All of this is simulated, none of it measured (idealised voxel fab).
Process module heading - voxel capacitor over wiring
In the cross-section labelled cut, the width is 195 nm and each square cell is 5 nm.
A cross-section in this document is a grid of square cells, and it is written down as bands, the top band listed before the ones below it; a band is made up of one or more rows of cells.
Heads up on the band format: heights come first, top then bottom, in nm. After that it's the materials left to right, each with its width in nm. A single material flagged "full width" fills the whole band edge to edge, and "air" means there's empty space there.
Note: height 0 marks the level under which the wafer is uniformly one material as received. Lowest band unbounded below, written "top 0, no bottom".
Read "30 to 40" as a graded width: first number on top, second number at the bottom, same change between each pair of neighbouring rows.
Key: "all unchanged" - step with no changed cell in the cross-section.
Any empty space of 8 cells or more lacking an open way to the top shows up in "Encapsulated voids" as width x height at distance, distance from the left edge, in nm.
Whatever follows a step's settings on its line is a remark the simulator itself makes about that step.
"overlay nm" denotes, for a step that has a mask, the displacement of the mask to the right of its planned place, with negative values corresponding to the left.

Listed below are the process steps as planned:
1,RECEIVE | material Si
2,CONFORMAL_DEP | material SiO2 | thk nm 15
3,DIRECTIONAL_DEP | material TiN | thk nm 5
4,DIRECTIONAL_DEP | material W | thk nm 15
5,DIRECTIONAL_DEP | material aC | thk nm 15
6,PATTERN | tone cover | mask id METAL_1 | material resist | width nm 20 | pitch nm 75 | thk nm 35 | overlay nm 0
7,DIRECTIONAL_ETCH | etch materials aC | depth nm 15
8,STRIP | etch materials resist
9,DIRECTIONAL_ETCH | etch materials W | depth nm 15
10,DIRECTIONAL_ETCH | etch materials TiN | depth nm 5
11,STRIP | etch materials aC
12,CONFORMAL_DEP | material SiCN | thk nm 5
13,FILL_DEP | material lowk | thk nm 5
14,CMP | height nm 35
15,CONFORMAL_DEP | material SiCN | thk nm 5
16,DIRECTIONAL_DEP | material lowk | thk nm 10
17,DIRECTIONAL_DEP | material aC | thk nm 15
18,PATTERN | tone open | mask id PLUG_1 | material resist | width nm 15 | thk nm 35 | overlay nm 0
19,DIRECTIONAL_ETCH | etch materials aC | depth nm 15
20,STRIP | etch materials resist
21,DIRECTIONAL_ETCH | etch materials lowk | depth nm 10
22,DIRECTIONAL_ETCH | etch materials SiCN | depth nm 5
23,STRIP | etch materials aC
24,EPI | material Ru | thk nm 10
25,EPI | material Ru | thk nm 5
26,DIRECTIONAL_DEP | material TiN | thk nm 5
27,DIRECTIONAL_DEP | material Al2O3 | thk nm 5
28,DIRECTIONAL_DEP | material TiN | thk nm 10
29,MASKED_ETCH | tone cover | mask id UPPER_PLATE | width nm 60 | etch materials TiN | depth nm 10 | overlay nm 0
30,MASKED_ETCH | tone cover | mask id UPPER_PLATE | width nm 60 | etch materials Al2O3 | depth nm 5 | overlay nm 0
31,DIRECTIONAL_DEP | material aC | thk nm 15
32,PATTERN | tone cover | mask id LOWER_PLATE | material resist | width nm 70 | thk nm 30 | overlay nm 0
33,DIRECTIONAL_ETCH | etch materials aC | depth nm 15
34,STRIP | etch materials resist
35,DIRECTIONAL_ETCH | etch materials TiN | depth nm 5
36,STRIP | etch materials aC
37,FILL_DEP | material SiO2 | thk nm 20
38,CMP | height nm 85
39,MASKED_ETCH | tone open | mask id PLUG_2 | width nm 15 | etch materials SiO2 | depth nm 15 | overlay nm 0
40,CONFORMAL_DEP | material TiN | thk nm 5
41,FILL_DEP | material Cu | thk nm 5
42,CMP | height nm 85
43,CONFORMAL_DEP | material SiCN | thk nm 5

On the first of the two wafers: run conducted according to plan:

As received (post step 1): cross-section:
    top 0, no bottom = Si full width
    Encapsulated voids: none

Upon completion of step 2, the wafer appears in cross-section as shown:
    top 15, bottom 0 = SiO2 full width
    All layers under 0 are left as they were.

Upon completion of step 3, the wafer appears in cross-section as shown:
    top 20, bottom 15 = TiN full width
    All layers under 15 are left as they were.

Upon completion of step 4, the wafer appears in cross-section as shown:
    top 35, bottom 20 = W full width
    All layers under 20 are left as they were.

Upon completion of step 5, the wafer appears in cross-section as shown:
    top 50, bottom 35 = aC full width
    All layers under 35 are left as they were.

Upon completion of step 6, the wafer appears in cross-section as shown:
    top 85, bottom 50 = air 50 nm, resist 20 nm, air 55 nm, resist 20 nm, air 50 nm
    All layers under 50 are left as they were.

Upon completion of step 7, the wafer appears in cross-section as shown:
    top 70, bottom 50 = air 50 nm, resist 20 nm, air 55 nm, resist 20 nm, air 50 nm
    top 50, bottom 35 = air 50 nm, aC 20 nm, air 55 nm, aC 20 nm, air 50 nm
    All layers under 35 are left as they were.

Upon completion of step 8, the wafer appears in cross-section as shown:
    top 50, bottom 35 = air 50 nm, aC 20 nm, air 55 nm, aC 20 nm, air 50 nm
    All layers under 35 are left as they were.

Upon completion of step 9, the wafer appears in cross-section as shown:
    top 50, bottom 35 = air 50 nm, aC 20 nm, air 55 nm, aC 20 nm, air 50 nm
    top 35, bottom 20 = air 50 nm, W 20 nm, air 55 nm, W 20 nm, air 50 nm
    All layers under 20 are left as they were.

Upon completion of step 10, the wafer appears in cross-section as shown:
    top 50, bottom 35 = air 50 nm, aC 20 nm, air 55 nm, aC 20 nm, air 50 nm
    top 35, bottom 20 = air 50 nm, W 20 nm, air 55 nm, W 20 nm, air 50 nm
    top 20, bottom 15 = air 50 nm, TiN 20 nm, air 55 nm, TiN 20 nm, air 50 nm
    All layers under 15 are left as they were.

Upon completion of step 11, the wafer appears in cross-section as shown:
    top 35, bottom 20 = air 50 nm, W 20 nm, air 55 nm, W 20 nm, air 50 nm
    All layers under 20 are left as they were.

Upon completion of step 12, the wafer appears in cross-section as shown:
    top 40, bottom 35 = air 45 nm, SiCN 30 nm, air 45 nm, SiCN 30 nm, air 45 nm
    top 35, bottom 20 = air 45 nm, SiCN 5 nm, W 20 nm, SiCN 5 nm, air 45 nm, SiCN 5 nm, W 20 nm, SiCN 5 nm, air 45 nm
    top 20, bottom 15 = SiCN 50 nm, TiN 20 nm, SiCN 55 nm, TiN 20 nm, SiCN 50 nm
    All layers under 15 are left as they were.

Upon completion of step 13, the wafer appears in cross-section as shown:
    top 45, bottom 40 = lowk full width
    top 40, bottom 35 = lowk 45 nm, SiCN 30 nm, lowk 45 nm, SiCN 30 nm, lowk 45 nm
    top 35, bottom 20 = lowk 45 nm, SiCN 5 nm, W 20 nm, SiCN 5 nm, lowk 45 nm, SiCN 5 nm, W 20 nm, SiCN 5 nm, lowk 45 nm
    All layers under 20 are left as they were.

Upon completion of step 14, the wafer appears in cross-section as shown:
    top 35, bottom 20 = lowk 45 nm, SiCN 5 nm, W 20 nm, SiCN 5 nm, lowk 45 nm, SiCN 5 nm, W 20 nm, SiCN 5 nm, lowk 45 nm
    All layers under 20 are left as they were.

Upon completion of step 15, the wafer appears in cross-section as shown:
    top 40, bottom 35 = SiCN full width
    All layers under 35 are left as they were.

Upon completion of step 16, the wafer appears in cross-section as shown:
    top 50, bottom 40 = lowk full width
    All layers under 40 are left as they were.

Upon completion of step 17, the wafer appears in cross-section as shown:
    top 65, bottom 50 = aC full width
    All layers under 50 are left as they were.

Upon completion of step 18, the wafer appears in cross-section as shown:
    top 100, bottom 65 = resist 55 nm, air 15 nm, resist 125 nm
    All layers under 65 are left as they were.

Upon completion of step 19, the wafer appears in cross-section as shown:
    top 85, bottom 65 = resist 55 nm, air 15 nm, resist 125 nm
    top 65, bottom 50 = aC 55 nm, air 15 nm, aC 125 nm
    All layers under 50 are left as they were.

Upon completion of step 20, the wafer appears in cross-section as shown:
    top 65, bottom 50 = aC 55 nm, air 15 nm, aC 125 nm
    All layers under 50 are left as they were.

Upon completion of step 21, the wafer appears in cross-section as shown:
    top 65, bottom 50 = aC 55 nm, air 15 nm, aC 125 nm
    top 50, bottom 40 = lowk 55 nm, air 15 nm, lowk 125 nm
    All layers under 40 are left as they were.

Upon completion of step 22, the wafer appears in cross-section as shown:
    top 65, bottom 50 = aC 55 nm, air 15 nm, aC 125 nm
    top 50, bottom 40 = lowk 55 nm, air 15 nm, lowk 125 nm
    top 40, bottom 35 = SiCN 55 nm, air 15 nm, SiCN 125 nm
    All layers under 35 are left as they were.

Upon completion of step 23, the wafer appears in cross-section as shown:
    top 50, bottom 40 = lowk 55 nm, air 15 nm, lowk 125 nm
    All layers under 40 are left as they were.

Upon completion of step 24, the wafer appears in cross-section as shown:
    top 50, bottom 45 = lowk 55 nm, air 15 nm, lowk 125 nm
    top 45, bottom 40 = lowk 55 nm, Ru 15 nm, lowk 125 nm
    top 40, bottom 35 = SiCN 55 nm, Ru 15 nm, SiCN 125 nm
    All layers under 35 are left as they were.

Upon completion of step 25, the wafer appears in cross-section as shown:
    top 50, bottom 40 = lowk 55 nm, Ru 15 nm, lowk 125 nm
    All layers under 40 are left as they were.

Upon completion of step 26, the wafer appears in cross-section as shown:
    top 55, bottom 50 = TiN full width
    All layers under 50 are left as they were.

Upon completion of step 27, the wafer appears in cross-section as shown:
    top 60, bottom 55 = Al2O3 full width
    All layers under 55 are left as they were.

Upon completion of step 28, the wafer appears in cross-section as shown:
    top 70, bottom 60 = TiN full width
    All layers under 60 are left as they were.

Upon completion of step 29, the wafer appears in cross-section as shown:
    top 70, bottom 60 = air 55 nm, TiN 60 nm, air 80 nm
    All layers under 60 are left as they were.

Upon completion of step 30, the wafer appears in cross-section as shown:
    top 70, bottom 60 = air 55 nm, TiN 60 nm, air 80 nm
    top 60, bottom 55 = air 55 nm, Al2O3 60 nm, air 80 nm
    All layers under 55 are left as they were.

Upon completion of step 31, the wafer appears in cross-section as shown:
    top 85, bottom 70 = air 55 nm, aC 60 nm, air 80 nm
    top 70, bottom 60 = aC 55 nm, TiN 60 nm, aC 80 nm
    top 60, bottom 55 = aC 55 nm, Al2O3 60 nm, aC 80 nm
    All layers under 55 are left as they were.

Upon completion of step 32, the wafer appears in cross-section as shown:
    top 115, bottom 85 = air 50 nm, resist 70 nm, air 75 nm
    top 85, bottom 70 = air 50 nm, resist 5 nm, aC 60 nm, resist 5 nm, air 75 nm
    All layers under 70 are left as they were.

Upon completion of step 33, the wafer appears in cross-section as shown:
    top 100, bottom 85 = air 50 nm, resist 70 nm, air 75 nm
    top 85, bottom 70 = air 50 nm, resist 5 nm, aC 60 nm, resist 5 nm, air 75 nm
    top 70, bottom 60 = air 50 nm, aC 5 nm, TiN 60 nm, aC 5 nm, air 75 nm
    top 60, bottom 55 = air 50 nm, aC 5 nm, Al2O3 60 nm, aC 5 nm, air 75 nm
    All layers under 55 are left as they were.

Upon completion of step 34, the wafer appears in cross-section as shown:
    top 85, bottom 70 = air 55 nm, aC 60 nm, air 80 nm
    All layers under 70 are left as they were.

Upon completion of step 35, the wafer appears in cross-section as shown:
    top 85, bottom 70 = air 55 nm, aC 60 nm, air 80 nm
    top 70, bottom 60 = air 50 nm, aC 5 nm, TiN 60 nm, aC 5 nm, air 75 nm
    top 60, bottom 55 = air 50 nm, aC 5 nm, Al2O3 60 nm, aC 5 nm, air 75 nm
    top 55, bottom 50 = air 50 nm, TiN 70 nm, air 75 nm
    All layers under 50 are left as they were.

Upon completion of step 36, the wafer appears in cross-section as shown:
    top 70, bottom 60 = air 55 nm, TiN 60 nm, air 80 nm
    top 60, bottom 55 = air 55 nm, Al2O3 60 nm, air 80 nm
    All layers under 55 are left as they were.

Upon completion of step 37, the wafer appears in cross-section as shown:
    top 90, bottom 70 = SiO2 full width
    top 70, bottom 60 = SiO2 55 nm, TiN 60 nm, SiO2 80 nm
    top 60, bottom 55 = SiO2 55 nm, Al2O3 60 nm, SiO2 80 nm
    top 55, bottom 50 = SiO2 50 nm, TiN 70 nm, SiO2 75 nm
    All layers under 50 are left as they were.

Upon completion of step 38, the wafer appears in cross-section as shown:
    top 85, bottom 70 = SiO2 full width
    All layers under 70 are left as they were.

Upon completion of step 39, the wafer appears in cross-section as shown:
    top 85, bottom 70 = SiO2 65 nm, air 15 nm, SiO2 115 nm
    All layers under 70 are left as they were.

Upon completion of step 40, the wafer appears in cross-section as shown:
    top 90, bottom 85 = TiN 70 nm, air 5 nm, TiN 120 nm
    top 85, bottom 75 = SiO2 65 nm, TiN 5 nm, air 5 nm, TiN 5 nm, SiO2 115 nm
    top 75, bottom 70 = SiO2 65 nm, TiN 15 nm, SiO2 115 nm
    All layers under 70 are left as they were.

Upon completion of step 41, the wafer appears in cross-section as shown:
    top 95, bottom 90 = Cu full width
    top 90, bottom 85 = TiN 70 nm, Cu 5 nm, TiN 120 nm
    top 85, bottom 75 = SiO2 65 nm, TiN 5 nm, Cu 5 nm, TiN 5 nm, SiO2 115 nm
    All layers under 75 are left as they were.

Upon completion of step 42, the wafer appears in cross-section as shown:
    top 85, bottom 75 = SiO2 65 nm, TiN 5 nm, Cu 5 nm, TiN 5 nm, SiO2 115 nm
    All layers under 75 are left as they were.

Upon completion of step 43, the wafer appears in cross-section as shown:
    top 90, bottom 85 = SiCN full width
    All layers under 85 are left as they were.

It is to be noted that the second wafer proceeded from the same initial state and according to the same plan as the first, although one mistake was committed in its execution; through step 14, inclusive, the two wafers share an identical history:

Cross-sectional view of the second wafer at the intended end time of process step 15:
    top 45, bottom 35 = lowk full width
    All layers under 35 are left as they were.

Cross-sectional view of the second wafer at the intended end time of process step 16:
    top 50, bottom 45 = SiCN full width
    All layers under 45 are left as they were.

Cross-sectional view of the second wafer at the intended end time of process step 17:
    top 65, bottom 50 = aC full width
    All layers under 50 are left as they were.

Cross-sectional view of the second wafer at the intended end time of process step 18:
    top 100, bottom 65 = resist 55 nm, air 15 nm, resist 125 nm
    All layers under 65 are left as they were.

Cross-sectional view of the second wafer at the intended end time of process step 19:
    top 85, bottom 65 = resist 55 nm, air 15 nm, resist 125 nm
    top 65, bottom 50 = aC 55 nm, air 15 nm, aC 125 nm
    All layers under 50 are left as they were.

Cross-sectional view of the second wafer at the intended end time of process step 20:
    top 65, bottom 50 = aC 55 nm, air 15 nm, aC 125 nm
    All layers under 50 are left as they were.

Cross-sectional view of the second wafer at the intended end time of process step 21: all unchanged

Cross-sectional view of the second wafer at the intended end time of process step 22:
    top 65, bottom 50 = aC 55 nm, air 15 nm, aC 125 nm
    top 50, bottom 45 = SiCN 55 nm, air 15 nm, SiCN 125 nm
    All layers under 45 are left as they were.

Cross-sectional view of the second wafer at the intended end time of process step 23:
    top 50, bottom 45 = SiCN 55 nm, air 15 nm, SiCN 125 nm
    All layers under 45 are left as they were.

Cross-sectional view of the second wafer at the intended end time of process step 24: all unchanged

Cross-sectional view of the second wafer at the intended end time of process step 25: all unchanged

Cross-sectional view of the second wafer at the intended end time of process step 26:
    top 55, bottom 50 = TiN 55 nm, air 15 nm, TiN 125 nm
    top 50, bottom 45 = SiCN 55 nm, TiN 15 nm, SiCN 125 nm
    All layers under 45 are left as they were.

Cross-sectional view of the second wafer at the intended end time of process step 27:
    top 60, bottom 55 = Al2O3 55 nm, air 15 nm, Al2O3 125 nm
    top 55, bottom 50 = TiN 55 nm, Al2O3 15 nm, TiN 125 nm
    All layers under 50 are left as they were.

Cross-sectional view of the second wafer at the intended end time of process step 28:
    top 70, bottom 65 = TiN 55 nm, air 15 nm, TiN 125 nm
    top 65, bottom 60 = TiN full width
    top 60, bottom 55 = Al2O3 55 nm, TiN 15 nm, Al2O3 125 nm
    All layers under 55 are left as they were.

Cross-sectional view of the second wafer at the intended end time of process step 29:
    top 70, bottom 60 = air 70 to 55 nm, TiN 45 to 60 nm, air 80 nm
    All layers under 60 are left as they were.

Cross-sectional view of the second wafer at the intended end time of process step 30:
    top 70, bottom 60 = air 70 to 55 nm, TiN 45 to 60 nm, air 80 nm
    top 60, bottom 55 = air 55 nm, TiN 15 nm, Al2O3 45 nm, air 80 nm
    All layers under 55 are left as they were.

Cross-sectional view of the second wafer at the intended end time of process step 31:
    top 85, bottom 80 = air 70 nm, aC 45 nm, air 80 nm
    top 80, bottom 70 = air 55 nm, aC 60 nm, air 80 nm
    top 70, bottom 60 = aC 70 to 55 nm, TiN 45 to 60 nm, aC 80 nm
    top 60, bottom 55 = aC 55 nm, TiN 15 nm, Al2O3 45 nm, aC 80 nm
    All layers under 55 are left as they were.

Cross-sectional view of the second wafer at the intended end time of process step 32:
    top 115, bottom 85 = air 50 nm, resist 70 nm, air 75 nm
    top 85, bottom 80 = air 50 nm, resist 20 nm, aC 45 nm, resist 5 nm, air 75 nm
    top 80, bottom 70 = air 50 nm, resist 5 nm, aC 60 nm, resist 5 nm, air 75 nm
    All layers under 70 are left as they were.

Cross-sectional view of the second wafer at the intended end time of process step 33:
    top 100, bottom 85 = air 50 nm, resist 70 nm, air 75 nm
    top 85, bottom 80 = air 50 nm, resist 20 nm, aC 45 nm, resist 5 nm, air 75 nm
    top 80, bottom 70 = air 50 nm, resist 5 nm, aC 60 nm, resist 5 nm, air 75 nm
    top 70, bottom 60 = air 50 nm, aC 20 to 5 nm, TiN 45 to 60 nm, aC 5 nm, air 75 nm
    top 60, bottom 55 = air 50 nm, aC 5 nm, TiN 15 nm, Al2O3 45 nm, aC 5 nm, air 75 nm
    All layers under 55 are left as they were.

Cross-sectional view of the second wafer at the intended end time of process step 34:
    top 85, bottom 80 = air 70 nm, aC 45 nm, air 80 nm
    top 80, bottom 70 = air 55 nm, aC 60 nm, air 80 nm
    All layers under 70 are left as they were.

Cross-sectional view of the second wafer at the intended end time of process step 35:
    top 85, bottom 80 = air 70 nm, aC 45 nm, air 80 nm
    top 80, bottom 70 = air 55 nm, aC 60 nm, air 80 nm
    top 70, bottom 60 = air 50 nm, aC 20 to 5 nm, TiN 45 to 60 nm, aC 5 nm, air 75 nm
    top 60, bottom 55 = air 50 nm, aC 5 nm, TiN 15 nm, Al2O3 45 nm, aC 5 nm, air 75 nm
    top 55, bottom 50 = air 50 nm, TiN 5 nm, Al2O3 15 nm, TiN 50 nm, air 75 nm
    All layers under 50 are left as they were.

Cross-sectional view of the second wafer at the intended end time of process step 36:
    top 70, bottom 60 = air 70 to 55 nm, TiN 45 to 60 nm, air 80 nm
    top 60, bottom 55 = air 55 nm, TiN 15 nm, Al2O3 45 nm, air 80 nm
    All layers under 55 are left as they were.

Cross-sectional view of the second wafer at the intended end time of process step 37:
    top 90, bottom 70 = SiO2 full width
    top 70, bottom 60 = SiO2 70 to 55 nm, TiN 45 to 60 nm, SiO2 80 nm
    top 60, bottom 55 = SiO2 55 nm, TiN 15 nm, Al2O3 45 nm, SiO2 80 nm
    top 55, bottom 50 = SiO2 50 nm, TiN 5 nm, Al2O3 15 nm, TiN 50 nm, SiO2 75 nm
    All layers under 50 are left as they were.

Cross-sectional view of the second wafer at the intended end time of process step 38:
    top 85, bottom 70 = SiO2 full width
    All layers under 70 are left as they were.

Cross-sectional view of the second wafer at the intended end time of process step 39:
    top 85, bottom 70 = SiO2 65 nm, air 15 nm, SiO2 115 nm
    All layers under 70 are left as they were.

Cross-sectional view of the second wafer at the intended end time of process step 40:
    top 90, bottom 85 = TiN 70 nm, air 5 nm, TiN 120 nm
    top 85, bottom 75 = SiO2 65 nm, TiN 5 nm, air 5 nm, TiN 5 nm, SiO2 115 nm
    top 75, bottom 65 = SiO2 65 to 70 nm, TiN 15 to 45 nm, SiO2 115 to 80 nm
    All layers under 65 are left as they were.

Cross-sectional view of the second wafer at the intended end time of process step 41:
    top 95, bottom 90 = Cu full width
    top 90, bottom 85 = TiN 70 nm, Cu 5 nm, TiN 120 nm
    top 85, bottom 75 = SiO2 65 nm, TiN 5 nm, Cu 5 nm, TiN 5 nm, SiO2 115 nm
    All layers under 75 are left as they were.

Cross-sectional view of the second wafer at the intended end time of process step 42:
    top 85, bottom 75 = SiO2 65 nm, TiN 5 nm, Cu 5 nm, TiN 5 nm, SiO2 115 nm
    All layers under 75 are left as they were.

Cross-sectional view of the second wafer at the intended end time of process step 43:
    top 90, bottom 85 = SiCN full width
    All layers under 85 are left as they were.
Finding, execution versus plan: transposition of steps 15 and 16 relative to the planned sequence
End check, counted in cells, second wafer has more or fewer of these materials than the first: Ru -9 | SiO2 +3 | lowk +6
